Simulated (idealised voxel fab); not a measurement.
The process module presented herein is designated voxel ribs on slabs.
Pictured: cross-section cut, 285 nm wide, on a grid of 5 nm square cells.
In this document a cross-section is written as a grid of square cells. It is given as a series of bands, listed from the top down, and a band is one or more rows of cells.
Look at the band entry: it leads with the top's height and the bottom's height in nm. Then it lists the materials left to right, with a width in nm for each. The word "edge to edge" on a single material says that material fills the band edge to edge. The word "air" is empty space.
Note: height 0 marks the level under which the wafer is uniformly one material as received. Lowest band unbounded below, written "0 down".
Width spec "30..40" -> top row of cells at first value, bottom row at second value, equal per-row change in between.
Step note "nothing got changed" = no cross-section cell changed.
Listed closed voids: empty space of 8 cells or more with no open way to the top, each as width x height at its distance from the left edge, in nm
Where a step's line continues beyond its settings, the continuation is a remark by the simulator itself on that step.
What "overlay nm" on a step's line means: if the step has a mask, that mask lay this far to the right of its planned place, or, when the value is negative, to the left.
## Below is the list of planned process steps
1) op RECEIVE | material Si
2) op DIRECTIONAL_DEP | material SiO2 | thk nm 20
3) op DIRECTIONAL_DEP | material polySi | thk nm 25
4) op PATTERN | tone cover | mask id RIB | material resist | width nm 30 | thk nm 20 | overlay nm 0
5) op DIRECTIONAL_ETCH | etch materials polySi | depth nm 5
6) op STRIP | etch materials resist
7) op PATTERN | tone cover | mask id SLAB | material resist | width nm 60 | thk nm 15 | overlay nm 0
8) op DIRECTIONAL_ETCH | etch materials polySi | depth nm 20
9) op STRIP | etch materials resist
10) op FILL_DEP | material SiO2 | thk nm 30
11) op CMP | height nm 65
12) op DIRECTIONAL_DEP | material W | thk nm 10
13) op PATTERN | tone cover | mask id HEATER | material resist | width nm 40 | thk nm 15 | overlay nm 0
14) op DIRECTIONAL_ETCH | etch materials W | depth nm 10
15) op STRIP | etch materials resist
16) op CONFORMAL_DEP | material SiN | thk nm 5
## Run as planned: first of two wafers
## As-received state of the wafer in cross-section, equivalent to post-step 1
* 0 down: Si edge to edge
* Listed closed voids: none
## State of the wafer after step 2, shown in cross-section
* 20 to 0: SiO2 edge to edge
* For the remainder of the cross-section, below 0, there is no change.
## State of the wafer after step 3, shown in cross-section
* 45 to 20: polySi edge to edge
* For the remainder of the cross-section, below 20, there is no change.
## State of the wafer after step 4, shown in cross-section
* 65 to 45: 125 air, 30 resist, 130 air
* For the remainder of the cross-section, below 45, there is no change.
## State of the wafer after step 5, shown in cross-section
* 65 to 45: 125 air, 30 resist, 130 air
* 45 to 40: 125 air, 30 polySi, 130 air
* For the remainder of the cross-section, below 40, there is no change.
## State of the wafer after step 6, shown in cross-section
* 45 to 40: 125 air, 30 polySi, 130 air
* For the remainder of the cross-section, below 40, there is no change.
## State of the wafer after step 7, shown in cross-section
* 60 to 45: 110 air, 60 resist, 115 air
* 45 to 40: 110 air, 15 resist, 30 polySi, 15 resist, 115 air
* For the remainder of the cross-section, below 40, there is no change.
## State of the wafer after step 8, shown in cross-section
* 60 to 45: 110 air, 60 resist, 115 air
* 45 to 40: 110 air, 15 resist, 30 polySi, 15 resist, 115 air
* 40 to 20: 110 air, 60 polySi, 115 air
* For the remainder of the cross-section, below 20, there is no change.
## State of the wafer after step 9, shown in cross-section
* 45 to 40: 125 air, 30 polySi, 130 air
* For the remainder of the cross-section, below 40, there is no change.
## State of the wafer after step 10, shown in cross-section
* 75 to 45: SiO2 edge to edge
* 45 to 40: 125 SiO2, 30 polySi, 130 SiO2
* 40 to 20: 110 SiO2, 60 polySi, 115 SiO2
* For the remainder of the cross-section, below 20, there is no change.
## State of the wafer after step 11, shown in cross-section
* 65 to 45: SiO2 edge to edge
* For the remainder of the cross-section, below 45, there is no change.
## State of the wafer after step 12, shown in cross-section
* 75 to 65: W edge to edge
* For the remainder of the cross-section, below 65, there is no change.
## State of the wafer after step 13, shown in cross-section
* 90 to 75: 120 air, 40 resist, 125 air
* For the remainder of the cross-section, below 75, there is no change.
## State of the wafer after step 14, shown in cross-section
* 90 to 75: 120 air, 40 resist, 125 air
* 75 to 65: 120 air, 40 W, 125 air
* For the remainder of the cross-section, below 65, there is no change.
## State of the wafer after step 15, shown in cross-section
* 75 to 65: 120 air, 40 W, 125 air
* For the remainder of the cross-section, below 65, there is no change.
## State of the wafer after step 16, shown in cross-section
* 80 to 75: 115 air, 50 SiN, 120 air
* 75 to 70: 115 air, 5 SiN, 40 W, 5 SiN, 120 air
* 70 to 65: 120 SiN, 40 W, 125 SiN
* For the remainder of the cross-section, below 65, there is no change.
## It is to be noted that the second wafer proceeded from the same initial state and according to the same plan as the first, although one mistake was committed in its execution; through step 12, inclusive, the two wafers share an identical history
## Look at the second wafer in cross-section at the time step 13 ought to have finished
* 90 to 75: 115 air, 40 resist, 130 air
* For the remainder of the cross-section, below 75, there is no change.
## Look at the second wafer in cross-section at the time step 14 ought to have finished
* 90 to 75: 115 air, 40 resist, 130 air
* 75 to 65: 115 air, 40 W, 130 air
* For the remainder of the cross-section, below 65, there is no change.
## Look at the second wafer in cross-section at the time step 15 ought to have finished
* 75 to 65: 115 air, 40 W, 130 air
* For the remainder of the cross-section, below 65, there is no change.
## Look at the second wafer in cross-section at the time step 16 ought to have finished
* 80 to 75: 110 air, 50 SiN, 125 air
* 75 to 70: 110 air, 5 SiN, 40 W, 5 SiN, 125 air
* 70 to 65: 115 SiN, 40 W, 130 SiN
* For the remainder of the cross-section, below 65, there is no change.
What broke from the plan during processing? step 13 ran as: op PATTERN | tone cover | mask id HEATER | material resist | width nm 40 | thk nm 15 | overlay nm -5
The concluding comparison shows that, measured in cells, each material is equally abundant on both wafers, albeit at different positions.
